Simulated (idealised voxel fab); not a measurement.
The document below concerns the process module designated voxel lift off.
Shown is cross-section cut, with a width of 295 nm and square cells of size 5 nm.
Cross-section layout: square cells on a grid; listed as bands, top to bottom; a band spans one or more cell rows. A band entry consists of two parts. The first gives the height of the band's top and the height of its bottom, in nm. The rest lists the band's materials from left to right, each with its width in nm. A single material labelled with the word "all across" fills the band from edge to edge, and the word "blank" marks empty space. Heights are measured from 0, the level below which the as-received wafer is all one material; the lowest band has no bottom and continues downward, written as in "0 -> down". It should be noted that a width expressed as "30 to 40" varies in equal increments from row to row of cells within the band, taking the value of the first number at the top row and that of the second number at the bottom row. The cross-section has no changed cell in any step marked "no alteration". In the "Cavities, closed" entry, you get each enclosed empty space of 8 cells or more, one with no open way to the top, written width x height at distance, distance from the left edge, in nm. Text after the settings on a step's line: the simulator's own remark on that step. The optional step-line setting "overlay nm" applies to steps with a mask and quantifies how far to the right of its planned location the mask lay, a negative value indicating leftward placement.
THE PROCESS STEPS THAT WERE PLANNED ARE LISTED BELOW
- 1: RECEIVE: material Si
- 2: CONFORMAL_DEP: material SiN, thk nm 10
- 3: PATTERN: tone open, mask id LINES, material resist, width nm 25, pitch nm 50, thk nm 30, overlay nm 0
- 4: DIRECTIONAL_DEP: material Ru, thk nm 15
- 5: STRIP: etch materials resist
- 6: CONFORMAL_DEP: material SiN, thk nm 5
FIRST WAFER, TWO IN TOTAL, RUN AS PLANNED
CROSS-SECTIONAL VIEW OF THE WAFER IN ITS AS-RECEIVED CONDITION, CORRESPONDING TO THE STATE AFTER STEP 1
- 0 -> down | Si all across
- Cavities, closed: none
WAFER SECTION VIEW AFTER PROCESSING STEP 2
- 10 -> 0 | SiN all across
- Rest of section, below 0: as before.
WAFER SECTION VIEW AFTER PROCESSING STEP 3
- 40 -> 10 | resist: 85 / blank: 25 / resist: 25 / blank: 25 / resist: 25 / blank: 25 / resist: 85
- Rest of section, below 10: as before.
WAFER SECTION VIEW AFTER PROCESSING STEP 4
- 55 -> 40 | Ru: 85 / blank: 25 / Ru: 25 / blank: 25 / Ru: 25 / blank: 25 / Ru: 85
- 40 -> 25 | resist: 85 / blank: 25 / resist: 25 / blank: 25 / resist: 25 / blank: 25 / resist: 85
- 25 -> 10 | resist: 85 / Ru: 25 / resist: 25 / Ru: 25 / resist: 25 / Ru: 25 / resist: 85
- Rest of section, below 10: as before.
WAFER SECTION VIEW AFTER PROCESSING STEP 5
- 25 -> 10 | blank: 85 / Ru: 25 / blank: 25 / Ru: 25 / blank: 25 / Ru: 25 / blank: 85
- Rest of section, below 10: as before.
WAFER SECTION VIEW AFTER PROCESSING STEP 6
- 30 -> 25 | blank: 80 / SiN: 35 / blank: 15 / SiN: 35 / blank: 15 / SiN: 35 / blank: 80
- 25 -> 15 | blank: 80 / SiN: 5 / Ru: 25 / SiN: 5 / blank: 15 / SiN: 5 / Ru: 25 / SiN: 5 / blank: 15 / SiN: 5 / Ru: 25 / SiN: 5 / blank: 80
- 15 -> 10 | SiN: 85 / Ru: 25 / SiN: 25 / Ru: 25 / SiN: 25 / Ru: 25 / SiN: 85
- Rest of section, below 10: as before.
OKAY, SECOND WAFER. NOTHING DIFFERENT AT THE START, NOTHING DIFFERENT IN THE PLAN, JUST ONE MISTAKE SOMEWHERE IN THE RUNNING. AS FAR AS STEP 2, COUNTING THAT STEP, IT'S THE FIRST WAFER ALL OVER AGAIN
SECOND WAFER SHOWN IN CROSS-SECTION AT THE TIME STEP 3 WAS SLATED TO END
- 40 -> 10 | blank: 85 / resist: 25 / blank: 25 / resist: 25 / blank: 25 / resist: 25 / blank: 85
- Rest of section, below 10: as before.
SECOND WAFER SHOWN IN CROSS-SECTION AT THE TIME STEP 4 WAS SLATED TO END
- 55 -> 40 | blank: 85 / Ru: 25 / blank: 25 / Ru: 25 / blank: 25 / Ru: 25 / blank: 85
- 40 -> 25 | blank: 85 / resist: 25 / blank: 25 / resist: 25 / blank: 25 / resist: 25 / blank: 85
- 25 -> 10 | Ru: 85 / resist: 25 / Ru: 25 / resist: 25 / Ru: 25 / resist: 25 / Ru: 85
- Rest of section, below 10: as before.
SECOND WAFER SHOWN IN CROSS-SECTION AT THE TIME STEP 5 WAS SLATED TO END
- 25 -> 10 | Ru: 85 / blank: 25 / Ru: 25 / blank: 25 / Ru: 25 / blank: 25 / Ru: 85
- Rest of section, below 10: as before.
SECOND WAFER SHOWN IN CROSS-SECTION AT THE TIME STEP 6 WAS SLATED TO END
- 30 -> 25 | SiN: 90 / blank: 15 / SiN: 35 / blank: 15 / SiN: 35 / blank: 15 / SiN: 90
- 25 -> 15 | Ru: 85 / SiN: 5 / blank: 15 / SiN: 5 / Ru: 25 / SiN: 5 / blank: 15 / SiN: 5 / Ru: 25 / SiN: 5 / blank: 15 / SiN: 5 / Ru: 85
- 15 -> 10 | Ru: 85 / SiN: 25 / Ru: 25 / SiN: 25 / Ru: 25 / SiN: 25 / Ru: 85
- Rest of section, below 10: as before.
What went wrong in running the wafer? step 3 deviated from plan and actually ran as PATTERN: tone cover, mask id LINES, material resist, width nm 25, pitch nm 50, thk nm 30, overlay nm 0
Once processing is complete, comparing cell counts shows that the second wafer has more or fewer of certain materials than the first: +87 Ru
